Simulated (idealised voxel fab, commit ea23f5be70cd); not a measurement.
Proc. module: voxel trench capacitor
The cross-section shown here is cut; it is 235 nm wide and divided into square cells measuring 5 nm on a side.
Reading order for cross-sections: top band down to bottom band. Underlying form: a grid of square cells. Band size: one or more rows of cells. Basically the band line says how high the top is and how high the bottom is, in nm, and then what's in it from left to right, every material with its width in nm. Empty space shows up as "blank", and if a single material carries "throughout" it runs the full band edge to edge. Counting heights begins at 0, where everything beneath is, in the wafer as received, one material. The lowest band has no bottom; it goes on downwards, as "top 0, no bottom" shows. Quick explanation for "30->40": the width changes in equal steps down the rows of cells, from the first number in the band's top row to the second number in its bottom row. Given "no change occurred" for a step, no cell of the cross-section differs between before and after that step. Voids not open to the top, 8 cells minimum: see "Closed void register". Written width x height at distance; distance is from the left edge; nm. Past the settings on a step's line: simulator remark, on that step. "overlay nm" on a masked step: distance the mask lay right of its planned place, negative for left.
### Steps in the process plan
step 1: RECEIVE [material Si]
step 2: CONFORMAL_DEP [material SiN] [thk nm 5]
step 3: MASKED_ETCH [tone open] [mask id TRENCH] [width nm 25] [pitch nm 40] [etch materials SiN] [depth nm 5] [overlay nm 0]
step 4: MASKED_ETCH [tone open] [mask id TRENCH] [width nm 25] [pitch nm 40] [etch materials Si] [depth nm 35] [overlay nm 0]
step 5: CONFORMAL_DEP [material HfO2] [thk nm 5]
step 6: CONFORMAL_DEP [material TiN] [thk nm 5]
step 7: FILL_DEP [material W] [thk nm 10]
step 8: CMP [height nm 5]
### Cross-section, incoming material, after step 1
	top 0, no bottom: Si throughout
	Closed void register: none
### First wafer of two, sectioned at end of module; run went per plan
	top 5, bottom 0: 65 of SiN | 5 of HfO2 | 5 of TiN | 5 of W | 5 of TiN | 5 of HfO2 | 15 of SiN | 5 of HfO2 | 5 of TiN | 5 of W | 5 of TiN | 5 of HfO2 | 15 of SiN | 5 of HfO2 | 5 of TiN | 5 of W | 5 of TiN | 5 of HfO2 | 65 of SiN
	top 0, bottom -25: 65 of Si | 5 of HfO2 | 5 of TiN | 5 of W | 5 of TiN | 5 of HfO2 | 15 of Si | 5 of HfO2 | 5 of TiN | 5 of W | 5 of TiN | 5 of HfO2 | 15 of Si | 5 of HfO2 | 5 of TiN | 5 of W | 5 of TiN | 5 of HfO2 | 65 of Si
	top -25, bottom -30: 65 of Si | 5 of HfO2 | 15 of TiN | 5 of HfO2 | 15 of Si | 5 of HfO2 | 15 of TiN | 5 of HfO2 | 15 of Si | 5 of HfO2 | 15 of TiN | 5 of HfO2 | 65 of Si
	top -30, bottom -35: 65 of Si | 25 of HfO2 | 15 of Si | 25 of HfO2 | 15 of Si | 25 of HfO2 | 65 of Si
	top -35, no bottom: Si throughout
	Closed void register: none
### Wafer two, end of module, cross-section. Same start, same plan as wafer one. One mistake in the run
	top 25, bottom 15: W throughout
	top 15, bottom 10: 75 of TiN | 5 of W | 35 of TiN | 5 of W | 35 of TiN | 5 of W | 75 of TiN
	top 10, bottom 5: 70 of HfO2 | 5 of TiN | 5 of W | 5 of TiN | 25 of HfO2 | 5 of TiN | 5 of W | 5 of TiN | 25 of HfO2 | 5 of TiN | 5 of W | 5 of TiN | 70 of HfO2
	top 5, bottom 0: 65 of SiN | 5 of HfO2 | 5 of TiN | 5 of W | 5 of TiN | 5 of HfO2 | 15 of SiN | 5 of HfO2 | 5 of TiN | 5 of W | 5 of TiN | 5 of HfO2 | 15 of SiN | 5 of HfO2 | 5 of TiN | 5 of W | 5 of TiN | 5 of HfO2 | 65 of SiN
	top 0, bottom -25: 65 of Si | 5 of HfO2 | 5 of TiN | 5 of W | 5 of TiN | 5 of HfO2 | 15 of Si | 5 of HfO2 | 5 of TiN | 5 of W | 5 of TiN | 5 of HfO2 | 15 of Si | 5 of HfO2 | 5 of TiN | 5 of W | 5 of TiN | 5 of HfO2 | 65 of Si
	top -25, bottom -30: 65 of Si | 5 of HfO2 | 15 of TiN | 5 of HfO2 | 15 of Si | 5 of HfO2 | 15 of TiN | 5 of HfO2 | 15 of Si | 5 of HfO2 | 15 of TiN | 5 of HfO2 | 65 of Si
	top -30, bottom -35: 65 of Si | 25 of HfO2 | 15 of Si | 25 of HfO2 | 15 of Si | 25 of HfO2 | 65 of Si
	top -35, no bottom: Si throughout
	Closed void register: none
In executing the process, a mistake was made relative to the plan: plan step 8 skipped
FYI, end of process, the second wafer has more or fewer cells of some materials than the first: HfO2 +38, TiN +50, W +100
